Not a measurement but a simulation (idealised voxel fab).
The process module presented herein is designated voxel fin reveal.
Each square cell in cross-section cut measures 5 nm, and the section as a whole is 205 nm wide.
Heads up, the way a cross-section reads in here is a grid of square cells, handed over as bands from the top down, with every band being one or more rows of cells. Read a band's entry like this: the first values are the height of its top and the height of its bottom in nm, and what follows is the sequence of materials from left to right, each with its width in nm. Note that "air" is empty space, and that a single material marked "edge to edge" reaches across the band from edge to edge. The reference from which all heights are counted is 0, the level beneath which the as-received wafer is entirely one material; the lowest band, having no lower bound, proceeds downward and is written after the example "0 down". A width such as "30..40" changes by the same amount from each row of cells to the next, from the band's top row to its bottom row. No cell of the cross-section changed in a step that is given as "no modification". Listed in "Completely enclosed voids": every empty space of 8 or more cells without an open way to the top. Form: width x height at distance, the distance being from the left edge, all in nm. On each step's line, the part that comes after the settings is the simulator's own comment on the step. overlay nm: mask right of planned place by this much (step with mask). Neg. = left.
Steps in the process plan:
step 1: RECEIVE: material Si
step 2: CONFORMAL_DEP: material SiN, thk nm 5
step 3: DIRECTIONAL_DEP: material aC, thk nm 10
step 4: PATTERN: tone cover, mask id FINS, material resist, width nm 15, pitch nm 40, thk nm 25, overlay nm 0
step 5: DIRECTIONAL_ETCH: etch materials aC, depth nm 10
step 6: STRIP: etch materials resist
step 7: DIRECTIONAL_ETCH: etch materials SiN, depth nm 5
step 8: DIRECTIONAL_ETCH: etch materials Si, depth nm 35
step 9: STRIP: etch materials aC
step 10: OXIDIZE: depth nm 5
step 11: FILL_DEP: material SiO2, thk nm 5
step 12: CMP: height nm 5
step 13: SELECTIVE_ETCH: etch materials SiO2, depth nm 15
step 14: STRIP: etch materials SiN
step 15: CONFORMAL_DEP: material SiO2, thk nm 5
This is the cross-section of the wafer as we received it, i.e. after step 1:
> 0 down  Si edge to edge
> Completely enclosed voids: none
Cross-section: first of two wafers, module finished, run according to plan:
> 5 to 0  air 35 nm; SiO2 15 nm; air 25 nm; SiO2 15 nm; air 25 nm; SiO2 15 nm; air 25 nm; SiO2 15 nm; air 35 nm
> 0 to -5  air 35 nm; SiO2 5 nm; Si 5 nm; SiO2 5 nm; air 25 nm; SiO2 5 nm; Si 5 nm; SiO2 5 nm; air 25 nm; SiO2 5 nm; Si 5 nm; SiO2 5 nm; air 25 nm; SiO2 5 nm; Si 5 nm; SiO2 5 nm; air 35 nm
> -5 to -40  SiO2 40 nm; Si 5 nm; SiO2 35 nm; Si 5 nm; SiO2 35 nm; Si 5 nm; SiO2 35 nm; Si 5 nm; SiO2 40 nm
> -40 down  Si edge to edge
> Completely enclosed voids: none
Module end: cross-section of wafer two of two. Same start and process plan as the first wafer. One mistake during execution:
> 5 to 0  air 35 nm; SiO2 20 nm; air 20 nm; SiO2 20 nm; air 20 nm; SiO2 20 nm; air 20 nm; SiO2 20 nm; air 30 nm
> 0 to -5  air 35 nm; SiO2 5 nm; Si 10 nm; SiO2 5 nm; air 20 nm; SiO2 5 nm; Si 10 nm; SiO2 5 nm; air 20 nm; SiO2 5 nm; Si 10 nm; SiO2 5 nm; air 20 nm; SiO2 5 nm; Si 10 nm; SiO2 5 nm; air 30 nm
> -5 to -40  SiO2 40 nm; Si 10 nm; SiO2 30 nm; Si 10 nm; SiO2 30 nm; Si 10 nm; SiO2 30 nm; Si 10 nm; SiO2 35 nm
> -40 down  Si edge to edge
> Completely enclosed voids: none
The mistake made against the process plan was this: step 4 deviated from plan and actually ran as PATTERN: tone cover, mask id FINS, material resist, width nm 20, pitch nm 40, thk nm 25, overlay nm 0
Upon completion, the second wafer contains, in terms of cells, a greater or smaller amount of certain materials than the first wafer: Si +32, SiO2 -24
